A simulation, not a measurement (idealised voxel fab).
process module | voxel ribs on slabs
cross-section cut | 140 nm wide | cells 5 nm
A cross-section is a grid of square cells, given in bands from the top down. A band is one or more rows of cells.
Each band's line starts with the height of the band's top and of its bottom, in nm. Then come its materials from left to right, each with its width in nm. One material with "throughout" fills the band from edge to edge. "air" is empty space.
Height 0 is the level under which the wafer as received is all one material. The lowest band goes on downwards, as in "0 down".
A width such as "30 to 40" changes by the same amount from each row of cells to the next, from the band's top row to its bottom row.
"no change" after a step means that no cell of the cross-section changed.
closed voids: empty space of 8 cells or more with no open way to the top, each as width x height at its distance from the left edge, in nm
after a step's settings: what the simulator itself notes on the step
overlay nm, on a step with a mask: how far to the right of its planned place the mask lay; to the left if negative
plan
1 op RECEIVE | material Si
2 op DIRECTIONAL_DEP | material SiO2 | thk nm 20
3 op DIRECTIONAL_DEP | material polySi | thk nm 20
4 op DIRECTIONAL_DEP | material aC | thk nm 10
5 op PATTERN | tone cover | mask id RIB | material resist | width nm 20 | thk nm 30 | overlay nm 0
6 op DIRECTIONAL_ETCH | etch materials aC | depth nm 10
7 op STRIP | etch materials resist
8 op DIRECTIONAL_ETCH | etch materials polySi | depth nm 15
9 op STRIP | etch materials aC
10 op MASKED_ETCH | tone cover | mask id SLAB | width nm 50 | etch materials polySi | depth nm 5 | overlay nm 0
11 op FILL_DEP | material SiO2 | thk nm 20
12 op CMP | height nm 55
13 op DIRECTIONAL_DEP | material W | thk nm 10
14 op MASKED_ETCH | tone cover | mask id HEATER | width nm 30 | etch materials W | depth nm 10 | overlay nm 0
15 op CONFORMAL_DEP | material SiN | thk nm 5
as received, after step 1
  0 down: Si throughout
  closed voids: none
first wafer at the end, as planned
  70 to 65: air 50 | SiN 40 | air 50
  65 to 60: air 50 | SiN 5 | W 30 | SiN 5 | air 50
  60 to 55: SiN 55 | W 30 | SiN 55
  55 to 40: SiO2 throughout
  40 to 25: SiO2 60 | polySi 20 | SiO2 60
  25 to 20: SiO2 45 | polySi 50 | SiO2 45
  20 to 0: SiO2 throughout
  0 down: Si throughout
  closed voids: none
second wafer at the end: like start, like plan, one mistake
  65 to 55: air 55 | W 30 | air 55
  55 to 40: SiO2 throughout
  40 to 25: SiO2 60 | polySi 20 | SiO2 60
  25 to 20: SiO2 45 | polySi 50 | SiO2 45
  20 to 0: SiO2 throughout
  0 down: Si throughout
  closed voids: none
what went wrong: step 15 was left out
at the end the second wafer has, in cells: 32 fewer of SiN
